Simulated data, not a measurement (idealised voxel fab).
Name of the process module below: voxel wiring stack
In the cross-section labelled cut, the width is 155 nm and each square cell is 5 nm.
The cross-sections in this document take the form of a grid made of square cells. They are written out as bands, in order from top to bottom. Each band consists of one or more rows of cells.
In this notation a band is specified by the heights of its top and bottom, in that order and in nm, after which its materials appear from left to right, each paired with its width in nm. The word "all across" attached to a single material means that material fills the band from edge to edge; the word "blank" stands for empty space.
Heights are reckoned from 0. Under this level, the received wafer is all of one material. The bottommost band is open-ended downward, for example "0 nm and below".
You'd read "30 to 40" like this: the band's top row of cells is as wide as the first number, its bottom row is as wide as the second, and going down, every row changes width by the same amount as the row before did.
Step marked "remained the same"? Then no cell in the cross-section changed in it.
"Trapped void list" means: voids of 8 cells or more that are shut off from the top with no open way through. Written width x height at distance, distance from the left edge, in nm.
If you see something after the settings on a step's line, that's the simulator's own remark about that step.
overlay nm: right-of-plan distance of the mask on a masked step; negative values mean left-of-plan.
Pairs ahead. Before: cross-section ahead of one process step. After: cross-section once the step is done, shown to the lowest changed band only. Under each pair: that step, with settings. Caution: pairs may come from different runs of this module on the same starting wafer; a pair follows the pair above only where its "Cross-section, before" entry says so.
CROSS-SECTION, BEFORE
120 nm to 115 nm  TiN 35 nm / blank 20 nm / TiN 40 nm / blank 20 nm / TiN 40 nm
115 nm to 100 nm  SiO2 30 nm / TiN 5 nm / blank 20 nm / TiN 5 nm / SiO2 30 nm / TiN 5 nm / blank 20 nm / TiN 5 nm / SiO2 35 nm
100 nm to 95 nm  SiO2 30 nm / TiN 5 nm / blank 5 nm / TiN 20 nm / SiO2 30 nm / TiN 30 nm / SiO2 35 nm
95 nm to 85 nm  SiO2 30 nm / TiN 5 nm / blank 5 nm / TiN 5 nm / SiO2 110 nm
85 nm to 80 nm  SiCN 30 nm / TiN 15 nm / SiCN 110 nm
80 nm to 55 nm  lowk 30 nm / W 30 nm / lowk 30 nm / W 30 nm / lowk 35 nm
55 nm to 50 nm  lowk 30 nm / TiN 30 nm / lowk 30 nm / TiN 30 nm / lowk 35 nm
50 nm to 35 nm  SiN all across
35 nm to 30 nm  SiCN all across
30 nm to 15 nm  SiO2 30 nm / TiN 5 nm / Ru 20 nm / TiN 5 nm / SiO2 30 nm / TiN 5 nm / Ru 20 nm / TiN 5 nm / SiO2 35 nm
15 nm to 10 nm  SiN 30 nm / TiN 30 nm / SiN 30 nm / TiN 30 nm / SiN 35 nm
10 nm to 0 nm  SiO2 all across
0 nm and below  Si all across
Trapped void list: none
CROSS-SECTION THEREAFTER
130 nm to 120 nm  Ru all across
120 nm to 115 nm  TiN 35 nm / Ru 20 nm / TiN 40 nm / Ru 20 nm / TiN 40 nm
115 nm to 100 nm  SiO2 30 nm / TiN 5 nm / Ru 20 nm / TiN 5 nm / SiO2 30 nm / TiN 5 nm / Ru 20 nm / TiN 5 nm / SiO2 35 nm
100 nm to 95 nm  SiO2 30 nm / TiN 5 nm / Ru 5 nm / TiN 20 nm / SiO2 30 nm / TiN 30 nm / SiO2 35 nm
95 nm to 85 nm  SiO2 30 nm / TiN 5 nm / Ru 5 nm / TiN 5 nm / SiO2 110 nm
Under 85: no change, same as before.
Trapped void list: none
Here is the step that sits between the two cross-sections above: FILL_DEP,material Ru,thk nm 10
Cross-section, before: it's just the after picture from the pair right above this one.
CROSS-SECTION THEREAFTER
115 nm to 100 nm  SiO2 30 nm / TiN 5 nm / Ru 20 nm / TiN 5 nm / SiO2 30 nm / TiN 5 nm / Ru 20 nm / TiN 5 nm / SiO2 35 nm
Under 100: no change, same as before.
Trapped void list: none
Here is the step that sits between the two cross-sections above: CMP,height nm 115
Cross-section, before: it's just the after picture from the pair right above this one.
CROSS-SECTION THEREAFTER
120 nm to 115 nm  SiCN all across
Under 115: no change, same as before.
Trapped void list: none
Here is the step that sits between the two cross-sections above: CONFORMAL_DEP,material SiCN,thk nm 5
Cross-section, before: it's just the after picture from the pair right above this one.
CROSS-SECTION THEREAFTER
130 nm to 120 nm  lowk all across
Under 120: no change, same as before.
Trapped void list: none
Here is the step that sits between the two cross-sections above: DIRECTIONAL_DEP,material lowk,thk nm 10
Cross-section, before: it's just the after picture from the pair right above this one.
CROSS-SECTION THEREAFTER
145 nm to 130 nm  resist 30 nm / blank 15 nm / resist 45 nm / blank 15 nm / resist 50 nm
Under 130: no change, same as before.
Trapped void list: none
Here is the step that sits between the two cross-sections above: PATTERN,tone open,mask id PLUG_3,material resist,width nm 15,pitch nm 60,thk nm 15,overlay nm 0
Cross-section, before: it's just the after picture from the pair right above this one.
CROSS-SECTION THEREAFTER
145 nm to 130 nm  resist 30 nm / blank 15 nm / resist 45 nm / blank 15 nm / resist 50 nm
130 nm to 120 nm  lowk 30 nm / blank 15 nm / lowk 45 nm / blank 15 nm / lowk 50 nm
Under 120: no change, same as before.
Trapped void list: none
Here is the step that sits between the two cross-sections above: DIRECTIONAL_ETCH,etch materials lowk,depth nm 10
Cross-section, before: it's just the after picture from the pair right above this one.
CROSS-SECTION THEREAFTER
145 nm to 130 nm  resist 30 nm / blank 15 nm / resist 45 nm / blank 15 nm / resist 50 nm
130 nm to 120 nm  lowk 30 nm / blank 15 nm / lowk 45 nm / blank 15 nm / lowk 50 nm
120 nm to 115 nm  SiCN 30 nm / blank 15 nm / SiCN 45 nm / blank 15 nm / SiCN 50 nm
Under 115: no change, same as before.
Trapped void list: none
Here is the step that sits between the two cross-sections above: DIRECTIONAL_ETCH,etch materials SiCN,depth nm 5
Cross-section, before: it's just the after picture from the pair right above this one.
CROSS-SECTION THEREAFTER
130 nm to 120 nm  lowk 30 nm / blank 15 nm / lowk 45 nm / blank 15 nm / lowk 50 nm
Under 120: no change, same as before.
Trapped void list: none
Here is the step that sits between the two cross-sections above: STRIP,etch materials resist
Cross-section, before: it's just the after picture from the pair right above this one.
CROSS-SECTION THEREAFTER
130 nm to 125 nm  lowk 30 nm / blank 15 nm / lowk 45 nm / blank 15 nm / lowk 50 nm
125 nm to 120 nm  lowk 30 nm / Ru 15 nm / lowk 45 nm / Ru 15 nm / lowk 50 nm
120 nm to 115 nm  SiCN 30 nm / Ru 15 nm / SiCN 45 nm / Ru 15 nm / SiCN 50 nm
Under 115: no change, same as before.
Trapped void list: none
Here is the step that sits between the two cross-sections above: EPI,material Ru,thk nm 10
Cross-section, before: it's just the after picture from the pair right above this one.
CROSS-SECTION THEREAFTER
130 nm to 120 nm  lowk 30 nm / Ru 15 nm / lowk 45 nm / Ru 15 nm / lowk 50 nm
Under 120: no change, same as before.
Trapped void list: none
Here is the step that sits between the two cross-sections above: EPI,material Ru,thk nm 5
Cross-section, before: it's just the after picture from the pair right above this one.
CROSS-SECTION THEREAFTER
135 nm to 130 nm  SiCN all across
Under 130: no change, same as before.
Trapped void list: none
Here is the step that sits between the two cross-sections above: CONFORMAL_DEP,material SiCN,thk nm 5
Cross-section, before: it's just the after picture from the pair right above this one.
CROSS-SECTION THEREAFTER
155 nm to 135 nm  lowk all across
Under 135: no change, same as before.
Trapped void list: none
Here is the step that sits between the two cross-sections above: DIRECTIONAL_DEP,material lowk,thk nm 20
Cross-section, before: it's just the after picture from the pair right above this one.
CROSS-SECTION THEREAFTER
170 nm to 155 nm  resist 30 nm / blank 30 nm / resist 30 nm / blank 30 nm / resist 35 nm
Under 155: no change, same as before.
Trapped void list: none
Here is the step that sits between the two cross-sections above: PATTERN,tone open,mask id METAL_4,material resist,width nm 30,pitch nm 60,thk nm 15,overlay nm 0
Cross-section, before: it's just the after picture from the pair right above this one.
CROSS-SECTION THEREAFTER
170 nm to 155 nm  resist 30 nm / blank 30 nm / resist 30 nm / blank 30 nm / resist 35 nm
155 nm to 135 nm  lowk 30 nm / blank 30 nm / lowk 30 nm / blank 30 nm / lowk 35 nm
Under 135: no change, same as before.
Trapped void list: none
Here is the step that sits between the two cross-sections above: DIRECTIONAL_ETCH,etch materials lowk,depth nm 20
Cross-section, before: it's just the after picture from the pair right above this one.
CROSS-SECTION THEREAFTER
170 nm to 155 nm  resist 30 nm / blank 30 nm / resist 30 nm / blank 30 nm / resist 35 nm
155 nm to 135 nm  lowk 30 nm / blank 30 nm / lowk 30 nm / blank 30 nm / lowk 35 nm
135 nm to 130 nm  SiCN 30 nm / blank 30 nm / SiCN 30 nm / blank 30 nm / SiCN 35 nm
Under 130: no change, same as before.
Trapped void list: none
Here is the step that sits between the two cross-sections above: DIRECTIONAL_ETCH,etch materials SiCN,depth nm 5
Cross-section, before: it's just the after picture from the pair right above this one.
CROSS-SECTION THEREAFTER
155 nm to 135 nm  lowk 30 nm / blank 30 nm / lowk 30 nm / blank 30 nm / lowk 35 nm
Under 135: no change, same as before.
Trapped void list: none
Here is the step that sits between the two cross-sections above: STRIP,etch materials resist
Cross-section, before: it's just the after picture from the pair right above this one.
CROSS-SECTION THEREAFTER
160 nm to 155 nm  TiN 35 nm / blank 20 nm / TiN 40 nm / blank 20 nm / TiN 40 nm
155 nm to 135 nm  lowk 30 nm / TiN 5 nm / blank 20 nm / TiN 5 nm / lowk 30 nm / TiN 5 nm / blank 20 nm / TiN 5 nm / lowk 35 nm
135 nm to 130 nm  SiCN 30 nm / TiN 30 nm / SiCN 30 nm / TiN 30 nm / SiCN 35 nm
Under 130: no change, same as before.
Trapped void list: none
Here is the step that sits between the two cross-sections above: CONFORMAL_DEP,material TiN,thk nm 5
Cross-section, before: it's just the after picture from the pair right above this one.
CROSS-SECTION THEREAFTER
165 nm to 160 nm  Cu all across
160 nm to 155 nm  TiN 35 nm / Cu 20 nm / TiN 40 nm / Cu 20 nm / TiN 40 nm
155 nm to 135 nm  lowk 30 nm / TiN 5 nm / Cu 20 nm / TiN 5 nm / lowk 30 nm / TiN 5 nm / Cu 20 nm / TiN 5 nm / lowk 35 nm
Under 135: no change, same as before.
Trapped void list: none
Here is the step that sits between the two cross-sections above: FILL_DEP,material Cu,thk nm 5
Cross-section, before: it's just the after picture from the pair right above this one.
CROSS-SECTION THEREAFTER
155 nm to 135 nm  lowk 30 nm / TiN 5 nm / Cu 20 nm / TiN 5 nm / lowk 30 nm / TiN 5 nm / Cu 20 nm / TiN 5 nm / lowk 35 nm
Under 135: no change, same as before.
Trapped void list: none
Here is the step that sits between the two cross-sections above: CMP,height nm 155
Cross-section, before: it's just the after picture from the pair right above this one.
CROSS-SECTION THEREAFTER
160 nm to 155 nm  SiCN all across
Under 155: no change, same as before.
Trapped void list: none
Here is the step that sits between the two cross-sections above: CONFORMAL_DEP,material SiCN,thk nm 5
CROSS-SECTION, BEFORE
30 nm to 15 nm  SiO2 all across
15 nm to 10 nm  SiN all across
10 nm to 0 nm  SiO2 all across
0 nm and below  Si all across
Trapped void list: none
CROSS-SECTION THEREAFTER
30 nm to 15 nm  blank 30 nm / SiO2 30 nm / blank 30 nm / SiO2 30 nm / blank 35 nm
Under 15: no change, same as before.
Trapped void list: none
Here is the step that sits between the two cross-sections above: MASKED_ETCH,tone cover,mask id METAL_1,width nm 30,pitch nm 60,etch materials SiO2,depth nm 15,overlay nm 0
Cross-section, before: it's just the after picture from the pair right above this one.
CROSS-SECTION THEREAFTER
35 nm to 30 nm  blank 25 nm / TiN 40 nm / blank 20 nm / TiN 40 nm / blank 30 nm
30 nm to 20 nm  blank 25 nm / TiN 5 nm / SiO2 30 nm / TiN 5 nm / blank 20 nm / TiN 5 nm / SiO2 30 nm / TiN 5 nm / blank 30 nm
20 nm to 15 nm  TiN 30 nm / SiO2 30 nm / TiN 30 nm / SiO2 30 nm / TiN 35 nm
Under 15: no change, same as before.
Trapped void list: none
Here is the step that sits between the two cross-sections above: CONFORMAL_DEP,material TiN,thk nm 5
Cross-section, before: it's just the after picture from the pair right above this one.
CROSS-SECTION THEREAFTER
45 nm to 35 nm  Ru all across
35 nm to 30 nm  Ru 25 nm / TiN 40 nm / Ru 20 nm / TiN 40 nm / Ru 30 nm
30 nm to 20 nm  Ru 25 nm / TiN 5 nm / SiO2 30 nm / TiN 5 nm / Ru 20 nm / TiN 5 nm / SiO2 30 nm / TiN 5 nm / Ru 30 nm
Under 20: no change, same as before.
Trapped void list: none
Here is the step that sits between the two cross-sections above: FILL_DEP,material Ru,thk nm 10
Cross-section, before: it's just the after picture from the pair right above this one.
CROSS-SECTION THEREAFTER
30 nm to 20 nm  Ru 25 nm / TiN 5 nm / SiO2 30 nm / TiN 5 nm / Ru 20 nm / TiN 5 nm / SiO2 30 nm / TiN 5 nm / Ru 30 nm
Under 20: no change, same as before.
Trapped void list: none
Here is the step that sits between the two cross-sections above: CMP,height nm 30
Cross-section, before: it's just the after picture from the pair right above this one.
CROSS-SECTION THEREAFTER
35 nm to 30 nm  SiCN all across
Under 30: no change, same as before.
Trapped void list: none
Here is the step that sits between the two cross-sections above: CONFORMAL_DEP,material SiCN,thk nm 5
Cross-section, before: it's just the after picture from the pair right above this one.
CROSS-SECTION THEREAFTER
50 nm to 35 nm  lowk all across
Under 35: no change, same as before.
Trapped void list: none
Here is the step that sits between the two cross-sections above: DIRECTIONAL_DEP,material lowk,thk nm 15
Cross-section, before: it's just the after picture from the pair right above this one.
CROSS-SECTION THEREAFTER
60 nm to 50 nm  aC all across
Under 50: no change, same as before.
Trapped void list: none
Here is the step that sits between the two cross-sections above: DIRECTIONAL_DEP,material aC,thk nm 10
Cross-section, before: it's just the after picture from the pair right above this one.
CROSS-SECTION THEREAFTER
90 nm to 60 nm  resist 30 nm / blank 15 nm / resist 110 nm
Under 60: no change, same as before.
Trapped void list: none
Here is the step that sits between the two cross-sections above: PATTERN,tone open,mask id PLUG_1,material resist,width nm 15,thk nm 30,overlay nm 0
Cross-section, before: it's just the after picture from the pair right above this one.
CROSS-SECTION THEREAFTER
80 nm to 60 nm  resist 30 nm / blank 15 nm / resist 110 nm
60 nm to 50 nm  aC 30 nm / blank 15 nm / aC 110 nm
Under 50: no change, same as before.
Trapped void list: none
Here is the step that sits between the two cross-sections above: DIRECTIONAL_ETCH,etch materials aC,depth nm 10
Cross-section, before: it's just the after picture from the pair right above this one.
CROSS-SECTION THEREAFTER
60 nm to 50 nm  aC 30 nm / blank 15 nm / aC 110 nm
Under 50: no change, same as before.
Trapped void list: none
Here is the step that sits between the two cross-sections above: STRIP,etch materials resist
Cross-section, before: it's just the after picture from the pair right above this one.
CROSS-SECTION THEREAFTER
60 nm to 50 nm  aC 30 nm / blank 15 nm / aC 110 nm
50 nm to 35 nm  lowk 30 nm / blank 15 nm / lowk 110 nm
Under 35: no change, same as before.
Trapped void list: none
Here is the step that sits between the two cross-sections above: DIRECTIONAL_ETCH,etch materials lowk,depth nm 15
Cross-section, before: it's just the after picture from the pair right above this one.
CROSS-SECTION THEREAFTER
60 nm to 50 nm  aC 30 nm / blank 15 nm / aC 110 nm
50 nm to 35 nm  lowk 30 nm / blank 15 nm / lowk 110 nm
35 nm to 30 nm  SiCN 30 nm / blank 15 nm / SiCN 110 nm
Under 30: no change, same as before.
Trapped void list: none
Here is the step that sits between the two cross-sections above: DIRECTIONAL_ETCH,etch materials SiCN,depth nm 5
Cross-section, before: it's just the after picture from the pair right above this one.
CROSS-SECTION THEREAFTER
50 nm to 35 nm  lowk 30 nm / blank 15 nm / lowk 110 nm
Under 35: no change, same as before.
Trapped void list: none
Here is the step that sits between the two cross-sections above: STRIP,etch materials aC
Cross-section, before: it's just the after picture from the pair right above this one.
CROSS-SECTION THEREAFTER
55 nm to 50 nm  TiN 35 nm / blank 5 nm / TiN 115 nm
50 nm to 35 nm  lowk 30 nm / TiN 5 nm / blank 5 nm / TiN 5 nm / lowk 110 nm
35 nm to 30 nm  SiCN 30 nm / TiN 15 nm / SiCN 110 nm
Under 30: no change, same as before.
Trapped void list: none
Here is the step that sits between the two cross-sections above: CONFORMAL_DEP,material TiN,thk nm 5
Cross-section, before: it's just the after picture from the pair right above this one.
CROSS-SECTION THEREAFTER
60 nm to 55 nm  Cu all across
55 nm to 50 nm  TiN 35 nm / Cu 5 nm / TiN 115 nm
50 nm to 35 nm  lowk 30 nm / TiN 5 nm / Cu 5 nm / TiN 5 nm / lowk 110 nm
Under 35: no change, same as before.
Trapped void list: none
Here is the step that sits between the two cross-sections above: FILL_DEP,material Cu,thk nm 5
Cross-section, before: it's just the after picture from the pair right above this one.
CROSS-SECTION THEREAFTER
50 nm to 35 nm  lowk 30 nm / TiN 5 nm / Cu 5 nm / TiN 5 nm / lowk 110 nm
Under 35: no change, same as before.
Trapped void list: none
Here is the step that sits between the two cross-sections above: CMP,height nm 50
Cross-section, before: it's just the after picture from the pair right above this one.
CROSS-SECTION THEREAFTER
55 nm to 50 nm  TiN all across
Under 50: no change, same as before.
Trapped void list: none
Here is the step that sits between the two cross-sections above: DIRECTIONAL_DEP,material TiN,thk nm 5
Cross-section, before: it's just the after picture from the pair right above this one.
CROSS-SECTION THEREAFTER
80 nm to 55 nm  W all across
Under 55: no change, same as before.
Trapped void list: none
Here is the step that sits between the two cross-sections above: DIRECTIONAL_DEP,material W,thk nm 25
Cross-section, before: it's just the after picture from the pair right above this one.
CROSS-SECTION THEREAFTER
100 nm to 80 nm  blank 30 nm / resist 30 nm / blank 30 nm / resist 30 nm / blank 35 nm
Under 80: no change, same as before.
Trapped void list: none
Here is the step that sits between the two cross-sections above: PATTERN,tone cover,mask id METAL_2,material resist,width nm 30,pitch nm 60,thk nm 20,overlay nm 0
Cross-section, before: it's just the after picture from the pair right above this one.
CROSS-SECTION THEREAFTER
100 nm to 80 nm  blank 30 nm / resist 30 nm / blank 30 nm / resist 30 nm / blank 35 nm
80 nm to 55 nm  blank 30 nm / W 30 nm / blank 30 nm / W 30 nm / blank 35 nm
Under 55: no change, same as before.
Trapped void list: none
Here is the step that sits between the two cross-sections above: DIRECTIONAL_ETCH,etch materials W,depth nm 25
Cross-section, before: it's just the after picture from the pair right above this one.
CROSS-SECTION THEREAFTER
100 nm to 80 nm  blank 30 nm / resist 30 nm / blank 30 nm / resist 30 nm / blank 35 nm
80 nm to 55 nm  blank 30 nm / W 30 nm / blank 30 nm / W 30 nm / blank 35 nm
55 nm to 50 nm  blank 30 nm / TiN 30 nm / blank 30 nm / TiN 30 nm / blank 35 nm
Under 50: no change, same as before.
Trapped void list: none
Here is the step that sits between the two cross-sections above: DIRECTIONAL_ETCH,etch materials TiN,depth nm 5
Cross-section, before: it's just the after picture from the pair right above this one.
CROSS-SECTION THEREAFTER
80 nm to 55 nm  blank 30 nm / W 30 nm / blank 30 nm / W 30 nm / blank 35 nm
Under 55: no change, same as before.
Trapped void list: none
Here is the step that sits between the two cross-sections above: STRIP,etch materials resist
Cross-section, before: it's just the after picture from the pair right above this one.
CROSS-SECTION THEREAFTER
90 nm to 80 nm  lowk all across
80 nm to 55 nm  lowk 30 nm / W 30 nm / lowk 30 nm / W 30 nm / lowk 35 nm
55 nm to 50 nm  lowk 30 nm / TiN 30 nm / lowk 30 nm / TiN 30 nm / lowk 35 nm
Under 50: no change, same as before.
Trapped void list: none
Here is the step that sits between the two cross-sections above: FILL_DEP,material lowk,thk nm 10
Cross-section, before: it's just the after picture from the pair right above this one.
CROSS-SECTION THEREAFTER
80 nm to 55 nm  lowk 30 nm / W 30 nm / lowk 30 nm / W 30 nm / lowk 35 nm
Under 55: no change, same as before.
Trapped void list: none
Here is the step that sits between the two cross-sections above: CMP,height nm 80
Cross-section, before: it's just the after picture from the pair right above this one.
CROSS-SECTION THEREAFTER
85 nm to 80 nm  SiCN all across
Under 80: no change, same as before.
Trapped void list: none
Here is the step that sits between the two cross-sections above: CONFORMAL_DEP,material SiCN,thk nm 5
Cross-section, before: it's just the after picture from the pair right above this one.
CROSS-SECTION THEREAFTER
115 nm to 85 nm  SiO2 all across
Under 85: no change, same as before.
Trapped void list: none
Here is the step that sits between the two cross-sections above: DIRECTIONAL_DEP,material SiO2,thk nm 30
Cross-section, before: it's just the after picture from the pair right above this one.
CROSS-SECTION THEREAFTER
115 nm to 85 nm  SiO2 30 nm / blank 15 nm / SiO2 110 nm
Under 85: no change, same as before.
Trapped void list: none
Here is the step that sits between the two cross-sections above: MASKED_ETCH,tone open,mask id METAL_3_HOLES,width nm 15,etch materials SiO2,depth nm 30,overlay nm 0
Cross-section, before: it's just the after picture from the pair right above this one.
CROSS-SECTION THEREAFTER
115 nm to 95 nm  SiO2 30 nm / blank 30 nm / SiO2 30 nm / blank 30 nm / SiO2 35 nm
Under 95: no change, same as before.
Trapped void list: none
Here is the step that sits between the two cross-sections above: MASKED_ETCH,tone open,mask id METAL_3,width nm 30,pitch nm 60,etch materials SiO2,depth nm 20,overlay nm 0
Cross-section, before: it's just the after picture from the pair right above this one.
CROSS-SECTION THEREAFTER
115 nm to 95 nm  SiO2 30 nm / blank 30 nm / SiO2 30 nm / blank 30 nm / SiO2 35 nm
95 nm to 85 nm  SiO2 30 nm / blank 15 nm / SiO2 110 nm
85 nm to 80 nm  SiCN 30 nm / blank 15 nm / SiCN 110 nm
Under 80: no change, same as before.
Trapped void list: none
Here is the step that sits between the two cross-sections above: MASKED_ETCH,tone open,mask id METAL_3,width nm 30,pitch nm 60,etch materials SiCN,depth nm 5,overlay nm 0
Cross-section, before: it's just the after picture from the pair right above this one.
CROSS-SECTION THEREAFTER
120 nm to 115 nm  TiN 35 nm / blank 20 nm / TiN 40 nm / blank 20 nm / TiN 40 nm
115 nm to 100 nm  SiO2 30 nm / TiN 5 nm / blank 20 nm / TiN 5 nm / SiO2 30 nm / TiN 5 nm / blank 20 nm / TiN 5 nm / SiO2 35 nm
100 nm to 95 nm  SiO2 30 nm / TiN 5 nm / blank 5 nm / TiN 20 nm / SiO2 30 nm / TiN 30 nm / SiO2 35 nm
95 nm to 85 nm  SiO2 30 nm / TiN 5 nm / blank 5 nm / TiN 5 nm / SiO2 110 nm
85 nm to 80 nm  SiCN 30 nm / TiN 15 nm / SiCN 110 nm
Under 80: no change, same as before.
Trapped void list: none
Here is the step that sits between the two cross-sections above: CONFORMAL_DEP,material TiN,thk nm 5
Cross-section, before: it's just the after picture from the pair right above this one.
CROSS-SECTION THEREAFTER
130 nm to 120 nm  Ru all across
120 nm to 115 nm  TiN 35 nm / Ru 20 nm / TiN 40 nm / Ru 20 nm / TiN 40 nm
115 nm to 100 nm  SiO2 30 nm / TiN 5 nm / Ru 20 nm / TiN 5 nm / SiO2 30 nm / TiN 5 nm / Ru 20 nm / TiN 5 nm / SiO2 35 nm
100 nm to 95 nm  SiO2 30 nm / TiN 5 nm / Ru 5 nm / TiN 20 nm / SiO2 30 nm / TiN 30 nm / SiO2 35 nm
95 nm to 85 nm  SiO2 30 nm / TiN 5 nm / Ru 5 nm / TiN 5 nm / SiO2 110 nm
Under 85: no change, same as before.
Trapped void list: none
Here is the step that sits between the two cross-sections above: FILL_DEP,material Ru,thk nm 10
Cross-section, before: it's just the after picture from the pair right above this one.
CROSS-SECTION THEREAFTER
115 nm to 100 nm  SiO2 30 nm / TiN 5 nm / Ru 20 nm / TiN 5 nm / SiO2 30 nm / TiN 5 nm / Ru 20 nm / TiN 5 nm / SiO2 35 nm
Under 100: no change, same as before.
Trapped void list: none
Here is the step that sits between the two cross-sections above: CMP,height nm 115
Cross-section, before: it's just the after picture from the pair right above this one.
CROSS-SECTION THEREAFTER
120 nm to 115 nm  SiCN all across
Under 115: no change, same as before.
Trapped void list: none
Here is the step that sits between the two cross-sections above: CONFORMAL_DEP,material SiCN,thk nm 5
Cross-section, before: it's just the after picture from the pair right above this one.
CROSS-SECTION THEREAFTER
130 nm to 120 nm  lowk all across
Under 120: no change, same as before.
Trapped void list: none
Here is the step that sits between the two cross-sections above: DIRECTIONAL_DEP,material lowk,thk nm 10
Cross-section, before: it's just the after picture from the pair right above this one.
CROSS-SECTION THEREAFTER
145 nm to 130 nm  resist 30 nm / blank 15 nm / resist 45 nm / blank 15 nm / resist 50 nm
Under 130: no change, same as before.
Trapped void list: none
Here is the step that sits between the two cross-sections above: PATTERN,tone open,mask id PLUG_3,material resist,width nm 15,pitch nm 60,thk nm 15,overlay nm 0
Cross-section, before: it's just the after picture from the pair right above this one.
CROSS-SECTION THEREAFTER
145 nm to 130 nm  resist 30 nm / blank 15 nm / resist 45 nm / blank 15 nm / resist 50 nm
130 nm to 120 nm  lowk 30 nm / blank 15 nm / lowk 45 nm / blank 15 nm / lowk 50 nm
Under 120: no change, same as before.
Trapped void list: none
Here is the step that sits between the two cross-sections above: DIRECTIONAL_ETCH,etch materials lowk,depth nm 10
Cross-section, before: it's just the after picture from the pair right above this one.
CROSS-SECTION THEREAFTER
145 nm to 130 nm  resist 30 nm / blank 15 nm / resist 45 nm / blank 15 nm / resist 50 nm
130 nm to 120 nm  lowk 30 nm / blank 15 nm / lowk 45 nm / blank 15 nm / lowk 50 nm
120 nm to 115 nm  SiCN 30 nm / blank 15 nm / SiCN 45 nm / blank 15 nm / SiCN 50 nm
Under 115: no change, same as before.
Trapped void list: none
Here is the step that sits between the two cross-sections above: DIRECTIONAL_ETCH,etch materials SiCN,depth nm 5
Cross-section, before: it's just the after picture from the pair right above this one.
CROSS-SECTION THEREAFTER
130 nm to 120 nm  lowk 30 nm / blank 15 nm / lowk 45 nm / blank 15 nm / lowk 50 nm
Under 120: no change, same as before.
Trapped void list: none
Here is the step that sits between the two cross-sections above: STRIP,etch materials resist
Cross-section, before: it's just the after picture from the pair right above this one.
CROSS-SECTION THEREAFTER
130 nm to 125 nm  lowk 30 nm / blank 15 nm / lowk 45 nm / blank 15 nm / lowk 50 nm
125 nm to 120 nm  lowk 30 nm / Ru 15 nm / lowk 45 nm / Ru 15 nm / lowk 50 nm
120 nm to 115 nm  SiCN 30 nm / Ru 15 nm / SiCN 45 nm / Ru 15 nm / SiCN 50 nm
Under 115: no change, same as before.
Trapped void list: none
Here is the step that sits between the two cross-sections above: EPI,material Ru,thk nm 10
Cross-section, before: it's just the after picture from the pair right above this one.
CROSS-SECTION THEREAFTER
130 nm to 120 nm  lowk 30 nm / Ru 15 nm / lowk 45 nm / Ru 15 nm / lowk 50 nm
Under 120: no change, same as before.
Trapped void list: none
Here is the step that sits between the two cross-sections above: EPI,material Ru,thk nm 5
Cross-section, before: it's just the after picture from the pair right above this one.
CROSS-SECTION THEREAFTER
135 nm to 130 nm  SiCN all across
Under 130: no change, same as before.
Trapped void list: none
Here is the step that sits between the two cross-sections above: CONFORMAL_DEP,material SiCN,thk nm 5
Cross-section, before: it's just the after picture from the pair right above this one.
CROSS-SECTION THEREAFTER
155 nm to 135 nm  lowk all across
Under 135: no change, same as before.
Trapped void list: none
Here is the step that sits between the two cross-sections above: DIRECTIONAL_DEP,material lowk,thk nm 20
Cross-section, before: it's just the after picture from the pair right above this one.
CROSS-SECTION THEREAFTER
170 nm to 155 nm  resist 30 nm / blank 30 nm / resist 30 nm / blank 30 nm / resist 35 nm
Under 155: no change, same as before.
Trapped void list: none
Here is the step that sits between the two cross-sections above: PATTERN,tone open,mask id METAL_4,material resist,width nm 30,pitch nm 60,thk nm 15,overlay nm 0
Cross-section, before: it's just the after picture from the pair right above this one.
CROSS-SECTION THEREAFTER
170 nm to 155 nm  resist 30 nm / blank 30 nm / resist 30 nm / blank 30 nm / resist 35 nm
155 nm to 135 nm  lowk 30 nm / blank 30 nm / lowk 30 nm / blank 30 nm / lowk 35 nm
Under 135: no change, same as before.
Trapped void list: none
Here is the step that sits between the two cross-sections above: DIRECTIONAL_ETCH,etch materials lowk,depth nm 20
Cross-section, before: it's just the after picture from the pair right above this one.
CROSS-SECTION THEREAFTER
170 nm to 155 nm  resist 30 nm / blank 30 nm / resist 30 nm / blank 30 nm / resist 35 nm
155 nm to 135 nm  lowk 30 nm / blank 30 nm / lowk 30 nm / blank 30 nm / lowk 35 nm
135 nm to 130 nm  SiCN 30 nm / blank 30 nm / SiCN 30 nm / blank 30 nm / SiCN 35 nm
Under 130: no change, same as before.
Trapped void list: none
Here is the step that sits between the two cross-sections above: DIRECTIONAL_ETCH,etch materials SiCN,depth nm 5
Cross-section, before: it's just the after picture from the pair right above this one.
CROSS-SECTION THEREAFTER
155 nm to 135 nm  lowk 30 nm / blank 30 nm / lowk 30 nm / blank 30 nm / lowk 35 nm
Under 135: no change, same as before.
Trapped void list: none
Here is the step that sits between the two cross-sections above: STRIP,etch materials resist
Cross-section, before: it's just the after picture from the pair right above this one.
CROSS-SECTION THEREAFTER
160 nm to 155 nm  TiN 35 nm / blank 20 nm / TiN 40 nm / blank 20 nm / TiN 40 nm
155 nm to 135 nm  lowk 30 nm / TiN 5 nm / blank 20 nm / TiN 5 nm / lowk 30 nm / TiN 5 nm / blank 20 nm / TiN 5 nm / lowk 35 nm
135 nm to 130 nm  SiCN 30 nm / TiN 30 nm / SiCN 30 nm / TiN 30 nm / SiCN 35 nm
Under 130: no change, same as before.
Trapped void list: none
Here is the step that sits between the two cross-sections above: CONFORMAL_DEP,material TiN,thk nm 5
Cross-section, before: it's just the after picture from the pair right above this one.
CROSS-SECTION THEREAFTER
165 nm to 160 nm  Cu all across
160 nm to 155 nm  TiN 35 nm / Cu 20 nm / TiN 40 nm / Cu 20 nm / TiN 40 nm
155 nm to 135 nm  lowk 30 nm / TiN 5 nm / Cu 20 nm / TiN 5 nm / lowk 30 nm / TiN 5 nm / Cu 20 nm / TiN 5 nm / lowk 35 nm
Under 135: no change, same as before.
Trapped void list: none
Here is the step that sits between the two cross-sections above: FILL_DEP,material Cu,thk nm 5
Cross-section, before: it's just the after picture from the pair right above this one.
CROSS-SECTION THEREAFTER
155 nm to 135 nm  lowk 30 nm / TiN 5 nm / Cu 20 nm / TiN 5 nm / lowk 30 nm / TiN 5 nm / Cu 20 nm / TiN 5 nm / lowk 35 nm
Under 135: no change, same as before.
Trapped void list: none
Here is the step that sits between the two cross-sections above: CMP,height nm 155
Cross-section, before: it's just the after picture from the pair right above this one.
CROSS-SECTION THEREAFTER
160 nm to 155 nm  SiCN all across
Under 155: no change, same as before.
Trapped void list: none
Here is the step that sits between the two cross-sections above: CONFORMAL_DEP,material SiCN,thk nm 5
